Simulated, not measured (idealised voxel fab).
You're looking at the process module voxel spacer lines.
Square cell edge 5 nm, section width 205 nm, ID cut.
Reading order for cross-sections: top band down to bottom band. Underlying form: a grid of square cells. Band size: one or more rows of cells.
Within each band entry, the heights of the top and of the bottom of the band appear first, in that order and in nm; the materials of the band then follow from left to right, each with its corresponding width in nm. The designation "all across" on a single material indicates that it fills the band from edge to edge; the designation "empty" indicates empty space.
Ref level 0: as-received wafer is one material below here. Bottom band extends down with no lower bound ("top 0, no bottom").
Quick explanation for "30->40": the width changes in equal steps down the rows of cells, from the first number in the band's top row to the second number in its bottom row.
"nothing different" for a step: no cell of the cross-section changed in that step.
What "Enclosed void listing" gives you is every empty space of 8 cells or more that is cut off from the top. Each appears as width x height at distance, with the distance taken from the left edge and width, height and distance all in nm.
If you see something after the settings on a step's line, that's the simulator's own remark about that step.
The optional step-line setting "overlay nm" applies to steps with a mask and quantifies how far to the right of its planned location the mask lay, a negative value indicating leftward placement.
### Steps in the process plan
1) op RECEIVE | material Si
2) op CONFORMAL_DEP | material Al2O3 | thk nm 10
3) op DIRECTIONAL_DEP | material W | thk nm 15
4) op DIRECTIONAL_DEP | material aC | thk nm 20
5) op PATTERN | tone cover | mask id MANDREL | material resist | width nm 15 | pitch nm 50 | thk nm 25 | overlay nm 0
6) op DIRECTIONAL_ETCH | etch materials aC | depth nm 20
7) op STRIP | etch materials resist
8) op CONFORMAL_DEP | material SiO2 | thk nm 10
9) op DIRECTIONAL_ETCH | etch materials SiO2 | depth nm 10
10) op STRIP | etch materials aC
11) op DIRECTIONAL_ETCH | etch materials W | depth nm 15
12) op STRIP | etch materials SiO2
13) op FILL_DEP | material SiO2 | thk nm 10
14) op CMP | height nm 25
### Here's what the wafer looked like in cross-section when it arrived - that's after step 1
	top 0, no bottom | Si all across
	Enclosed void listing: none
### Cross-section, end of module. Start: as above. Plan: as above. Execution: one mistake
	top 25, bottom 10 | SiO2: 65; W: 10; SiO2: 15; W: 10; SiO2: 15; W: 10; SiO2: 15; W: 10; SiO2: 55
	top 10, bottom 0 | Al2O3 all across
	top 0, no bottom | Si all across
	Enclosed void listing: none
Nonconformance to the process plan: not per plan at step 5, really ran op PATTERN | tone cover | mask id MANDREL | material resist | width nm 15 | pitch nm 50 | thk nm 25 | overlay nm 5
